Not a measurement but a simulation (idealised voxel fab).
process module | voxel fin reveal
cross-section cut | 205 nm wide | cells 5 nm
A cross-section is a grid of square cells, given in bands from the top down. A band is one or more rows of cells.
Each band's line starts with the height of the band's top and of its bottom, in nm. Then come its materials from left to right, each with its width in nm. One material with "throughout" fills the band from edge to edge. "air" is empty space.
Height 0 is the level under which the wafer as received is all one material. The lowest band goes on downwards, as in "0 down".
A width such as "30 to 40" changes by the same amount from each row of cells to the next, from the band's top row to its bottom row.
"no change" after a step means that no cell of the cross-section changed.
closed voids: empty space of 8 cells or more with no open way to the top, each as width x height at its distance from the left edge, in nm
after a step's settings: what the simulator itself notes on the step
overlay nm, on a step with a mask: how far to the right of its planned place the mask lay; to the left if negative
plan
1 op RECEIVE | material Si
2 op CONFORMAL_DEP | material SiN | thk nm 10
3 op DIRECTIONAL_DEP | material aC | thk nm 10
4 op PATTERN | tone cover | mask id FINS | material resist | width nm 15 | pitch nm 35 | thk nm 30 | overlay nm 0
5 op DIRECTIONAL_ETCH | etch materials aC | depth nm 10
6 op STRIP | etch materials resist
7 op DIRECTIONAL_ETCH | etch materials SiN | depth nm 10
8 op DIRECTIONAL_ETCH | etch materials Si | depth nm 35
9 op STRIP | etch materials aC
10 op FILL_DEP | material SiO2 | thk nm 5
11 op CMP | height nm 10
12 op SELECTIVE_ETCH | etch materials SiO2 | depth nm 20
13 op STRIP | etch materials SiN
14 op CONFORMAL_DEP | material HfO2 | thk nm 5
as received, after step 1
  0 down: Si throughout
  closed voids: none
first wafer at the end, as planned
  5 to 0: air 55 | HfO2 25 | air 10 | HfO2 25 | air 10 | HfO2 25 | air 55
  0 to -5: air 55 | HfO2 5 | Si 15 | HfO2 5 | air 10 | HfO2 5 | Si 15 | HfO2 5 | air 10 | HfO2 5 | Si 15 | HfO2 5 | air 55
  -5 to -10: HfO2 60 | Si 15 | HfO2 20 | Si 15 | HfO2 20 | Si 15 | HfO2 60
  -10 to -35: SiO2 60 | Si 15 | SiO2 20 | Si 15 | SiO2 20 | Si 15 | SiO2 60
  -35 down: Si throughout
  closed voids: none
second wafer at the end: like start, like plan, one mistake
  5 to 0: air 55 | HfO2 25 | air 10 | HfO2 25 | air 10 | HfO2 25 | air 55
  0 to -5: air 55 | HfO2 5 | Si 15 | HfO2 5 | air 10 | HfO2 5 | Si 15 | HfO2 5 | air 10 | HfO2 5 | Si 15 | HfO2 5 | air 55
  -5 to -10: HfO2 45 | air 10 | HfO2 5 | Si 15 | HfO2 5 | air 10 | HfO2 5 | Si 15 | HfO2 5 | air 10 | HfO2 5 | Si 15 | HfO2 5 | air 10 | HfO2 45
  -10 to -15: SiO2 40 | HfO2 5 | air 10 | HfO2 5 | Si 15 | HfO2 5 | air 10 | HfO2 5 | Si 15 | HfO2 5 | air 10 | HfO2 5 | Si 15 | HfO2 5 | air 10 | HfO2 5 | SiO2 40
  -15 to -20: SiO2 40 | HfO2 20 | Si 15 | HfO2 20 | Si 15 | HfO2 20 | Si 15 | HfO2 20 | SiO2 40
  -20 to -35: SiO2 60 | Si 15 | SiO2 20 | Si 15 | SiO2 20 | Si 15 | SiO2 60
  -35 down: Si throughout
  closed voids: none
what went wrong: steps 12 and 13 were swapped
at the end the second wafer has, in cells: 16 more of HfO2 | 32 fewer of SiO2
